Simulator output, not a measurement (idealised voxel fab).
Process module under the name voxel released beams
We display cut, a cross-section 220 nm in width whose square cells are each 5 nm.
Square cells in a grid make up a cross-section in this document, and the grid is given as bands, listed from the top down, each one or more rows of cells. First you get the band's top height and its bottom height, in nm, and then the materials it's made of, left to right, with each width in nm. If you see a single material with "everywhere", that one covers the band edge to edge. "air" is empty space. Heads up on the height convention: 0 is the point under which the incoming wafer is all one material, and the lowest band has no bottom, it just keeps going down, like "from 0 down". Quick explanation for "30 to 40": the width changes in equal steps down the rows of cells, from the first number in the band's top row to the second number in its bottom row. A step reported as "changes: none" is a step in which no cell of the cross-section changed. Each empty space that has no open way to the top and spans at least 8 cells appears under "Non-vented voids" as width x height at distance, the distance counted from the left edge, all in nm. The remark found on a step's line after its settings is issued by the simulator itself and pertains to that step. If you see "overlay nm" on a step's line and that step has a mask, it's telling you how far right of where it was planned the mask ended up; a negative number means it went left instead.

# List of planned process steps
1. RECEIVE,material Si
2. CONFORMAL_DEP,material Al2O3,thk nm 10
3. DIRECTIONAL_DEP,material SiO2,thk nm 10
4. DIRECTIONAL_DEP,material aC,thk nm 15
5. PATTERN,tone open,mask id ANCHOR,material resist,width nm 35,thk nm 30,overlay nm 0
6. DIRECTIONAL_ETCH,etch materials aC,depth nm 15
7. STRIP,etch materials resist
8. DIRECTIONAL_ETCH,etch materials SiO2,depth nm 10
9. STRIP,etch materials aC
10. CONFORMAL_DEP,material W,thk nm 10
11. MASKED_ETCH,tone cover,mask id BEAM,width nm 110,etch materials W,depth nm 10,overlay nm 0
12. STRIP,etch materials SiO2

# First wafer out of two, processed as planned

# Received-state cross-section, reflecting completion of step 1
> from 0 down = Si everywhere
> Non-vented voids: none

# Cross-section through the wafer, step 2 finished
> from 10 to 0 = Al2O3 everywhere
> Unchanged below 0.

# Cross-section through the wafer, step 3 finished
> from 20 to 10 = SiO2 everywhere
> Unchanged below 10.

# Cross-section through the wafer, step 4 finished
> from 35 to 20 = aC everywhere
> Unchanged below 20.

# Cross-section through the wafer, step 5 finished
> from 65 to 35 = resist=55 / air=35 / resist=130
> Unchanged below 35.

# Cross-section through the wafer, step 6 finished
> from 50 to 35 = resist=55 / air=35 / resist=130
> from 35 to 20 = aC=55 / air=35 / aC=130
> Unchanged below 20.

# Cross-section through the wafer, step 7 finished
> from 35 to 20 = aC=55 / air=35 / aC=130
> Unchanged below 20.

# Cross-section through the wafer, step 8 finished
> from 35 to 20 = aC=55 / air=35 / aC=130
> from 20 to 10 = SiO2=55 / air=35 / SiO2=130
> Unchanged below 10.

# Cross-section through the wafer, step 9 finished
> from 20 to 10 = SiO2=55 / air=35 / SiO2=130
> Unchanged below 10.

# Cross-section through the wafer, step 10 finished
> from 30 to 20 = W=65 / air=15 / W=140
> from 20 to 10 = SiO2=55 / W=35 / SiO2=130
> Unchanged below 10.

# Cross-section through the wafer, step 11 finished
> from 30 to 20 = air=50 / W=15 / air=15 / W=80 / air=60
> Unchanged below 20.

# Cross-section through the wafer, step 12 finished
> from 30 to 20 = air=50 / W=15 / air=15 / W=80 / air=60
> from 20 to 10 = air=55 / W=35 / air=130
> Unchanged below 10.

# Second wafer, same starting state and plan as the first, one mistake in the run, identical through step 4

# Cross-sectional representation of the second wafer at the time designated in the plan for the completion of step 5
> from 65 to 35 = air=55 / resist=35 / air=130
> Unchanged below 35.

# Cross-sectional representation of the second wafer at the time designated in the plan for the completion of step 6
> from 50 to 35 = air=55 / resist=35 / air=130
> from 35 to 20 = air=55 / aC=35 / air=130
> Unchanged below 20.

# Cross-sectional representation of the second wafer at the time designated in the plan for the completion of step 7
> from 35 to 20 = air=55 / aC=35 / air=130
> Unchanged below 20.

# Cross-sectional representation of the second wafer at the time designated in the plan for the completion of step 8
> from 35 to 20 = air=55 / aC=35 / air=130
> from 20 to 10 = air=55 / SiO2=35 / air=130
> Unchanged below 10.

# Cross-sectional representation of the second wafer at the time designated in the plan for the completion of step 9
> from 20 to 10 = air=55 / SiO2=35 / air=130
> Unchanged below 10.

# Cross-sectional representation of the second wafer at the time designated in the plan for the completion of step 10
> from 30 to 20 = air=45 / W=55 / air=120
> from 20 to 10 = W=55 / SiO2=35 / W=130
> Unchanged below 10.

# Cross-sectional representation of the second wafer at the time designated in the plan for the completion of step 11
> from 30 to 20 = air=50 / W=50 / air=120
> from 20 to 10 = air=45 / W=10 / SiO2=35 / W=70 / air=60
> Unchanged below 10.

Cross-sectional representation of the second wafer at the time designated in the plan for the completion of step 12: changes: none
Where did the run depart from the plan? step 5 off recipe, ran as PATTERN,tone cover,mask id ANCHOR,material resist,width nm 35,thk nm 30,overlay nm 0
Upon completion, the second wafer contains, in terms of cells, a greater or smaller amount of certain materials than the first wafer: 14 more of SiO2
